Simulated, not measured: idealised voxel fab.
A process module follows: voxel spacer lines.
Shown is cross-section cut, with a width of 270 nm and square cells of size 5 nm.
Cross-sections here: square-cell grids, written as top-down lists of bands, a band being one or more rows of cells.
Top, bottom (nm), then materials left to right with widths (nm); lone material tagged "throughout" fills the whole band edge to edge; "air" = empty space.
Heads up on the height convention: 0 is the point under which the incoming wafer is all one material, and the lowest band has no bottom, it just keeps going down, like "0 and below".
The notation "30 to 40" denotes a width that varies across the rows of cells in the band, beginning at the first number in the top row, finishing at the second number in the bottom row, and changing by an identical amount from each row to the next.
"no alteration" after a step means that no cell of the cross-section changed.
"Sealed void list" specifies each empty space that is not open to the top and that occupies no fewer than 8 cells, using the form width x height at distance, the distance measured from the left edge and all three quantities in nm.
The remark found on a step's line after its settings is issued by the simulator itself and pertains to that step.
On any step carrying a mask, the "overlay nm" setting, if present on the step's line, tells how far right of its planned place the mask lay; negative values point to the left.

**List of planned process steps**
- 1: RECEIVE with material Si
- 2: CONFORMAL_DEP with material SiO2, thk nm 5
- 3: DIRECTIONAL_DEP with material TiN, thk nm 10
- 4: DIRECTIONAL_DEP with material aC, thk nm 30
- 5: PATTERN with tone cover, mask id MANDREL, material resist, width nm 15, pitch nm 60, thk nm 40, overlay nm 0
- 6: DIRECTIONAL_ETCH with etch materials aC, depth nm 30
- 7: STRIP with etch materials resist
- 8: CONFORMAL_DEP with material SiN, thk nm 15
- 9: DIRECTIONAL_ETCH with etch materials SiN, depth nm 15
- 10: STRIP with etch materials aC
- 11: DIRECTIONAL_ETCH with etch materials TiN, depth nm 10
- 12: STRIP with etch materials SiN
- 13: FILL_DEP with material SiO2, thk nm 10
- 14: CMP with height nm 15

**Cross-section: wafer on arrival = after step 1**
- 0 and below  Si throughout
- Sealed void list: none

**Cross-section: first of two wafers, module finished, run according to plan**
- 15 down to 5  SiO2 50 nm / TiN 15 nm / SiO2 15 nm / TiN 15 nm / SiO2 15 nm / TiN 15 nm / SiO2 15 nm / TiN 15 nm / SiO2 15 nm / TiN 15 nm / SiO2 15 nm / TiN 15 nm / SiO2 55 nm
- 5 down to 0  SiO2 throughout
- 0 and below  Si throughout
- Sealed void list: none

**Presented here is a cross-section of the second of the two wafers as it stood at the end of the module. It was started in the same manner and assigned the same plan as the first wafer; however, one mistake was made in its execution**
- 15 down to 5  SiO2 45 nm / TiN 15 nm / SiO2 25 nm / TiN 15 nm / SiO2 5 nm / TiN 15 nm / SiO2 25 nm / TiN 15 nm / SiO2 5 nm / TiN 15 nm / SiO2 25 nm / TiN 15 nm / SiO2 50 nm
- 5 down to 0  SiO2 throughout
- 0 and below  Si throughout
- Sealed void list: none
Heads up, the wafer didn't run the way we planned it: not per plan at step 5, really ran PATTERN with tone cover, mask id MANDREL, material resist, width nm 25, pitch nm 60, thk nm 40, overlay nm 0
At the end, each material covers as many cells on the second wafer as it does on the first, though the cells it covers are elsewhere.
